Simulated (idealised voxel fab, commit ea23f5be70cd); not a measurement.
process module | voxel self aligned vias
cross-section cut | 275 nm wide | cells 5 nm
A cross-section is a grid of square cells, given in bands from the top down. A band is one or more rows of cells.
Each band's line starts with the height of the band's top and of its bottom, in nm. Then come its materials from left to right, each with its width in nm. One material with "throughout" fills the band from edge to edge. "air" is empty space.
Height 0 is the level under which the wafer as received is all one material. The lowest band goes on downwards, as in "0 down".
A width such as "30 to 40" changes by the same amount from each row of cells to the next, from the band's top row to its bottom row.
"no change" after a step means that no cell of the cross-section changed.
closed voids: empty space of 8 cells or more with no open way to the top, each as width x height at its distance from the left edge, in nm
after a step's settings: what the simulator itself notes on the step
overlay nm, on a step with a mask: how far to the right of its planned place the mask lay; to the left if negative
plan
1 op RECEIVE | material Si
2 op CONFORMAL_DEP | material SiO2 | thk nm 15
3 op CONFORMAL_DEP | material SiCN | thk nm 5
4 op DIRECTIONAL_DEP | material SiO2 | thk nm 30
5 op DIRECTIONAL_DEP | material aC | thk nm 15
6 op PATTERN | tone open | mask id LINES | material resist | width nm 20 | pitch nm 65 | thk nm 35 | overlay nm 0
7 op DIRECTIONAL_ETCH | etch materials aC | depth nm 15
8 op STRIP | etch materials resist
9 op DIRECTIONAL_ETCH | etch materials SiO2 | depth nm 30
10 op STRIP | etch materials aC
11 op CONFORMAL_DEP | material TiN | thk nm 5
12 op FILL_DEP | material W | thk nm 5
13 op CMP | height nm 50
14 op SELECTIVE_ETCH | etch materials W Ru TiN | depth nm 5
15 op FILL_DEP | material SiN | thk nm 10
16 op CMP | height nm 50
17 op DIRECTIONAL_DEP | material SiO2 | thk nm 15
18 op DIRECTIONAL_DEP | material aC | thk nm 15
19 op PATTERN | tone open | mask id VIAS | material resist | width nm 40 | pitch nm 130 | thk nm 35 | overlay nm 0
20 op DIRECTIONAL_ETCH | etch materials aC | depth nm 15
21 op STRIP | etch materials resist
22 op DIRECTIONAL_ETCH | etch materials SiO2 | depth nm 15
23 op DIRECTIONAL_ETCH | etch materials SiN | depth nm 5
24 op STRIP | etch materials aC
25 op CONFORMAL_DEP | material TiN | thk nm 5
26 op FILL_DEP | material Cu | thk nm 5
27 op CMP | height nm 65
28 op CONFORMAL_DEP | material SiCN | thk nm 5
first wafer, as planned
as received, after step 1
  0 down: Si throughout
  closed voids: none
after step 2
  15 to 0: SiO2 throughout
  below 0: unchanged
after step 3
  20 to 15: SiCN throughout
  below 15: unchanged
after step 4
  50 to 20: SiO2 throughout
  below 20: unchanged
after step 5
  65 to 50: aC throughout
  below 50: unchanged
after step 6
  100 to 65: resist 60 | air 20 | resist 45 | air 20 | resist 45 | air 20 | resist 65
  below 65: unchanged
after step 7
  85 to 65: resist 60 | air 20 | resist 45 | air 20 | resist 45 | air 20 | resist 65
  65 to 50: aC 60 | air 20 | aC 45 | air 20 | aC 45 | air 20 | aC 65
  below 50: unchanged
after step 8
  65 to 50: aC 60 | air 20 | aC 45 | air 20 | aC 45 | air 20 | aC 65
  below 50: unchanged
after step 9
  65 to 50: aC 60 | air 20 | aC 45 | air 20 | aC 45 | air 20 | aC 65
  50 to 20: SiO2 60 | air 20 | SiO2 45 | air 20 | SiO2 45 | air 20 | SiO2 65
  below 20: unchanged
after step 10
  50 to 20: SiO2 60 | air 20 | SiO2 45 | air 20 | SiO2 45 | air 20 | SiO2 65
  below 20: unchanged
after step 11
  55 to 50: TiN 65 | air 10 | TiN 55 | air 10 | TiN 55 | air 10 | TiN 70
  50 to 25: SiO2 60 | TiN 5 | air 10 | TiN 5 | SiO2 45 | TiN 5 | air 10 | TiN 5 | SiO2 45 | TiN 5 | air 10 | TiN 5 | SiO2 65
  25 to 20: SiO2 60 | TiN 20 | SiO2 45 | TiN 20 | SiO2 45 | TiN 20 | SiO2 65
  below 20: unchanged
after step 12
  60 to 55: W throughout
  55 to 50: TiN 65 | W 10 | TiN 55 | W 10 | TiN 55 | W 10 | TiN 70
  50 to 25: SiO2 60 | TiN 5 | W 10 | TiN 5 | SiO2 45 | TiN 5 | W 10 | TiN 5 | SiO2 45 | TiN 5 | W 10 | TiN 5 | SiO2 65
  below 25: unchanged
after step 13
  50 to 25: SiO2 60 | TiN 5 | W 10 | TiN 5 | SiO2 45 | TiN 5 | W 10 | TiN 5 | SiO2 45 | TiN 5 | W 10 | TiN 5 | SiO2 65
  below 25: unchanged
after step 14
  50 to 45: SiO2 60 | air 20 | SiO2 45 | air 20 | SiO2 45 | air 20 | SiO2 65
  below 45: unchanged
after step 15
  60 to 50: SiN throughout
  50 to 45: SiO2 60 | SiN 20 | SiO2 45 | SiN 20 | SiO2 45 | SiN 20 | SiO2 65
  below 45: unchanged
after step 16
  50 to 45: SiO2 60 | SiN 20 | SiO2 45 | SiN 20 | SiO2 45 | SiN 20 | SiO2 65
  below 45: unchanged
after step 17
  65 to 50: SiO2 throughout
  below 50: unchanged
after step 18
  80 to 65: aC throughout
  below 65: unchanged
after step 19
  115 to 80: resist 50 | air 40 | resist 90 | air 40 | resist 55
  below 80: unchanged
after step 20
  100 to 80: resist 50 | air 40 | resist 90 | air 40 | resist 55
  80 to 65: aC 50 | air 40 | aC 90 | air 40 | aC 55
  below 65: unchanged
after step 21
  80 to 65: aC 50 | air 40 | aC 90 | air 40 | aC 55
  below 65: unchanged
after step 22
  80 to 65: aC 50 | air 40 | aC 90 | air 40 | aC 55
  65 to 50: SiO2 50 | air 40 | SiO2 90 | air 40 | SiO2 55
  below 50: unchanged
after step 23
  80 to 65: aC 50 | air 40 | aC 90 | air 40 | aC 55
  65 to 50: SiO2 50 | air 40 | SiO2 90 | air 40 | SiO2 55
  50 to 45: SiO2 60 | air 20 | SiO2 45 | SiN 20 | SiO2 45 | air 20 | SiO2 65
  below 45: unchanged
after step 24
  65 to 50: SiO2 50 | air 40 | SiO2 90 | air 40 | SiO2 55
  below 50: unchanged
after step 25
  70 to 65: TiN 55 | air 30 | TiN 100 | air 30 | TiN 60
  65 to 55: SiO2 50 | TiN 5 | air 30 | TiN 5 | SiO2 90 | TiN 5 | air 30 | TiN 5 | SiO2 55
  55 to 50: SiO2 50 | TiN 15 | air 10 | TiN 15 | SiO2 90 | TiN 15 | air 10 | TiN 15 | SiO2 55
  50 to 45: SiO2 60 | TiN 20 | SiO2 45 | SiN 20 | SiO2 45 | TiN 20 | SiO2 65
  below 45: unchanged
after step 26
  75 to 70: Cu throughout
  70 to 65: TiN 55 | Cu 30 | TiN 100 | Cu 30 | TiN 60
  65 to 55: SiO2 50 | TiN 5 | Cu 30 | TiN 5 | SiO2 90 | TiN 5 | Cu 30 | TiN 5 | SiO2 55
  55 to 50: SiO2 50 | TiN 15 | Cu 10 | TiN 15 | SiO2 90 | TiN 15 | Cu 10 | TiN 15 | SiO2 55
  below 50: unchanged
after step 27
  65 to 55: SiO2 50 | TiN 5 | Cu 30 | TiN 5 | SiO2 90 | TiN 5 | Cu 30 | TiN 5 | SiO2 55
  below 55: unchanged
after step 28
  70 to 65: SiCN throughout
  below 65: unchanged
second wafer: like start, like plan, one mistake. Through step 1 it matches the first wafer
when step 2 should have ended
  5 to 0: SiCN throughout
  below 0: unchanged
when step 3 should have ended
  20 to 5: SiO2 throughout
  below 5: unchanged
when step 4 should have ended
  50 to 5: SiO2 throughout
  below 5: unchanged
when step 5 should have ended
  65 to 50: aC throughout
  below 50: unchanged
when step 6 should have ended
  100 to 65: resist 60 | air 20 | resist 45 | air 20 | resist 45 | air 20 | resist 65
  below 65: unchanged
when step 7 should have ended
  85 to 65: resist 60 | air 20 | resist 45 | air 20 | resist 45 | air 20 | resist 65
  65 to 50: aC 60 | air 20 | aC 45 | air 20 | aC 45 | air 20 | aC 65
  below 50: unchanged
when step 8 should have ended
  65 to 50: aC 60 | air 20 | aC 45 | air 20 | aC 45 | air 20 | aC 65
  below 50: unchanged
when step 9 should have ended
  65 to 50: aC 60 | air 20 | aC 45 | air 20 | aC 45 | air 20 | aC 65
  50 to 20: SiO2 60 | air 20 | SiO2 45 | air 20 | SiO2 45 | air 20 | SiO2 65
  below 20: unchanged
when step 10 should have ended
  50 to 20: SiO2 60 | air 20 | SiO2 45 | air 20 | SiO2 45 | air 20 | SiO2 65
  below 20: unchanged
when step 11 should have ended
  55 to 50: TiN 65 | air 10 | TiN 55 | air 10 | TiN 55 | air 10 | TiN 70
  50 to 25: SiO2 60 | TiN 5 | air 10 | TiN 5 | SiO2 45 | TiN 5 | air 10 | TiN 5 | SiO2 45 | TiN 5 | air 10 | TiN 5 | SiO2 65
  25 to 20: SiO2 60 | TiN 20 | SiO2 45 | TiN 20 | SiO2 45 | TiN 20 | SiO2 65
  below 20: unchanged
when step 12 should have ended
  60 to 55: W throughout
  55 to 50: TiN 65 | W 10 | TiN 55 | W 10 | TiN 55 | W 10 | TiN 70
  50 to 25: SiO2 60 | TiN 5 | W 10 | TiN 5 | SiO2 45 | TiN 5 | W 10 | TiN 5 | SiO2 45 | TiN 5 | W 10 | TiN 5 | SiO2 65
  below 25: unchanged
when step 13 should have ended
  50 to 25: SiO2 60 | TiN 5 | W 10 | TiN 5 | SiO2 45 | TiN 5 | W 10 | TiN 5 | SiO2 45 | TiN 5 | W 10 | TiN 5 | SiO2 65
  below 25: unchanged
when step 14 should have ended
  50 to 45: SiO2 60 | air 20 | SiO2 45 | air 20 | SiO2 45 | air 20 | SiO2 65
  below 45: unchanged
when step 15 should have ended
  60 to 50: SiN throughout
  50 to 45: SiO2 60 | SiN 20 | SiO2 45 | SiN 20 | SiO2 45 | SiN 20 | SiO2 65
  below 45: unchanged
when step 16 should have ended
  50 to 45: SiO2 60 | SiN 20 | SiO2 45 | SiN 20 | SiO2 45 | SiN 20 | SiO2 65
  below 45: unchanged
when step 17 should have ended
  65 to 50: SiO2 throughout
  below 50: unchanged
when step 18 should have ended
  80 to 65: aC throughout
  below 65: unchanged
when step 19 should have ended
  115 to 80: resist 50 | air 40 | resist 90 | air 40 | resist 55
  below 80: unchanged
when step 20 should have ended
  100 to 80: resist 50 | air 40 | resist 90 | air 40 | resist 55
  80 to 65: aC 50 | air 40 | aC 90 | air 40 | aC 55
  below 65: unchanged
when step 21 should have ended
  80 to 65: aC 50 | air 40 | aC 90 | air 40 | aC 55
  below 65: unchanged
when step 22 should have ended
  80 to 65: aC 50 | air 40 | aC 90 | air 40 | aC 55
  65 to 50: SiO2 50 | air 40 | SiO2 90 | air 40 | SiO2 55
  below 50: unchanged
when step 23 should have ended
  80 to 65: aC 50 | air 40 | aC 90 | air 40 | aC 55
  65 to 50: SiO2 50 | air 40 | SiO2 90 | air 40 | SiO2 55
  50 to 45: SiO2 60 | air 20 | SiO2 45 | SiN 20 | SiO2 45 | air 20 | SiO2 65
  below 45: unchanged
when step 24 should have ended
  65 to 50: SiO2 50 | air 40 | SiO2 90 | air 40 | SiO2 55
  below 50: unchanged
when step 25 should have ended
  70 to 65: TiN 55 | air 30 | TiN 100 | air 30 | TiN 60
  65 to 55: SiO2 50 | TiN 5 | air 30 | TiN 5 | SiO2 90 | TiN 5 | air 30 | TiN 5 | SiO2 55
  55 to 50: SiO2 50 | TiN 15 | air 10 | TiN 15 | SiO2 90 | TiN 15 | air 10 | TiN 15 | SiO2 55
  50 to 45: SiO2 60 | TiN 20 | SiO2 45 | SiN 20 | SiO2 45 | TiN 20 | SiO2 65
  below 45: unchanged
when step 26 should have ended
  75 to 70: Cu throughout
  70 to 65: TiN 55 | Cu 30 | TiN 100 | Cu 30 | TiN 60
  65 to 55: SiO2 50 | TiN 5 | Cu 30 | TiN 5 | SiO2 90 | TiN 5 | Cu 30 | TiN 5 | SiO2 55
  55 to 50: SiO2 50 | TiN 15 | Cu 10 | TiN 15 | SiO2 90 | TiN 15 | Cu 10 | TiN 15 | SiO2 55
  below 50: unchanged
when step 27 should have ended
  65 to 55: SiO2 50 | TiN 5 | Cu 30 | TiN 5 | SiO2 90 | TiN 5 | Cu 30 | TiN 5 | SiO2 55
  below 55: unchanged
when step 28 should have ended
  70 to 65: SiCN throughout
  below 65: unchanged
what went wrong: steps 2 and 3 were swapped
at the end the second wafer has, in cells: as many of each material as the first, in other places
